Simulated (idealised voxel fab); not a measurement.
Process module under the name voxel trench capacitor
We display cut, a cross-section 225 nm in width whose square cells are each 5 nm.
In what follows, cross-sections appear as grids of square cells, described through bands that run from the top down, where every band is one or more rows of cells. Read a band's entry like this: the first values are the height of its top and the height of its bottom in nm, and what follows is the sequence of materials from left to right, each with its width in nm. Note that "air" is empty space, and that a single material marked "edge to edge" reaches across the band from edge to edge. Zero point of the height axis is 0; under it, received wafer = one material. Lowest band: continues down indefinitely, "0 -> down". You'd read "30 to 40" like this: the band's top row of cells is as wide as the first number, its bottom row is as wide as the second, and going down, every row changes width by the same amount as the row before did. It should be understood that the words "nothing changed", when stated for a given step, signify that the cross-section underwent no change in any of its cells during that step. For the entry "Sealed internal cavities", the listed items are empty spaces with no open way to the top whose size is 8 cells or more; each item follows the pattern width x height at distance, where distance is from the left edge and all three are in nm. Where a step's line continues beyond its settings, the continuation is a remark by the simulator itself on that step. overlay nm: on a step with a mask, how far right of its planned place the mask lay; negative means left.

### Planned process steps
1,RECEIVE | material Si
2,CONFORMAL_DEP | material SiN | thk nm 5
3,MASKED_ETCH | tone open | mask id TRENCH | width nm 25 | pitch nm 50 | etch materials SiN | depth nm 5 | overlay nm 0
4,MASKED_ETCH | tone open | mask id TRENCH | width nm 25 | pitch nm 50 | etch materials Si | depth nm 40 | overlay nm 0
5,CONFORMAL_DEP | material HfO2 | thk nm 5
6,CONFORMAL_DEP | material TiN | thk nm 5
7,FILL_DEP | material W | thk nm 5
8,CMP | height nm 5

### Incoming wafer, cross-sectional view, post step 1
  0 -> down: Si edge to edge
  Sealed internal cavities: none

### The first of the two wafers as seen in cross-section once the module was finished; processing followed the plan
  5 -> 0: 25 SiN; 5 HfO2; 5 TiN; 5 W; 5 TiN; 5 HfO2; 25 SiN; 5 HfO2; 5 TiN; 5 W; 5 TiN; 5 HfO2; 25 SiN; 5 HfO2; 5 TiN; 5 W; 5 TiN; 5 HfO2; 25 SiN; 5 HfO2; 5 TiN; 5 W; 5 TiN; 5 HfO2; 25 SiN
  0 -> -30: 25 Si; 5 HfO2; 5 TiN; 5 W; 5 TiN; 5 HfO2; 25 Si; 5 HfO2; 5 TiN; 5 W; 5 TiN; 5 HfO2; 25 Si; 5 HfO2; 5 TiN; 5 W; 5 TiN; 5 HfO2; 25 Si; 5 HfO2; 5 TiN; 5 W; 5 TiN; 5 HfO2; 25 Si
  -30 -> -35: 25 Si; 5 HfO2; 15 TiN; 5 HfO2; 25 Si; 5 HfO2; 15 TiN; 5 HfO2; 25 Si; 5 HfO2; 15 TiN; 5 HfO2; 25 Si; 5 HfO2; 15 TiN; 5 HfO2; 25 Si
  -35 -> -40: 25 Si; 25 HfO2; 25 Si; 25 HfO2; 25 Si; 25 HfO2; 25 Si; 25 HfO2; 25 Si
  -40 -> down: Si edge to edge
  Sealed internal cavities: none

### End of module, second wafer, cross-section. Started like the first, planned like the first, run with one mistake
  5 -> 0: 30 SiN; 5 HfO2; 10 TiN; 5 HfO2; 30 SiN; 5 HfO2; 10 TiN; 5 HfO2; 30 SiN; 5 HfO2; 10 TiN; 5 HfO2; 30 SiN; 5 HfO2; 10 TiN; 5 HfO2; 25 SiN
  0 -> -35: 30 Si; 5 HfO2; 10 TiN; 5 HfO2; 30 Si; 5 HfO2; 10 TiN; 5 HfO2; 30 Si; 5 HfO2; 10 TiN; 5 HfO2; 30 Si; 5 HfO2; 10 TiN; 5 HfO2; 25 Si
  -35 -> -40: 30 Si; 20 HfO2; 30 Si; 20 HfO2; 30 Si; 20 HfO2; 30 Si; 20 HfO2; 25 Si
  -40 -> down: Si edge to edge
  Sealed internal cavities: none
In executing the process, a mistake was made relative to the plan: step 3 did not happen as planned, as run it was MASKED_ETCH | tone open | mask id TRENCH | width nm 20 | pitch nm 50 | etch materials SiN | depth nm 5 | overlay nm 0
Heads up, by the end the second wafer has more or fewer cells of some materials compared to the first: -4 HfO2; +32 Si; +4 SiN; -4 TiN; -28 W
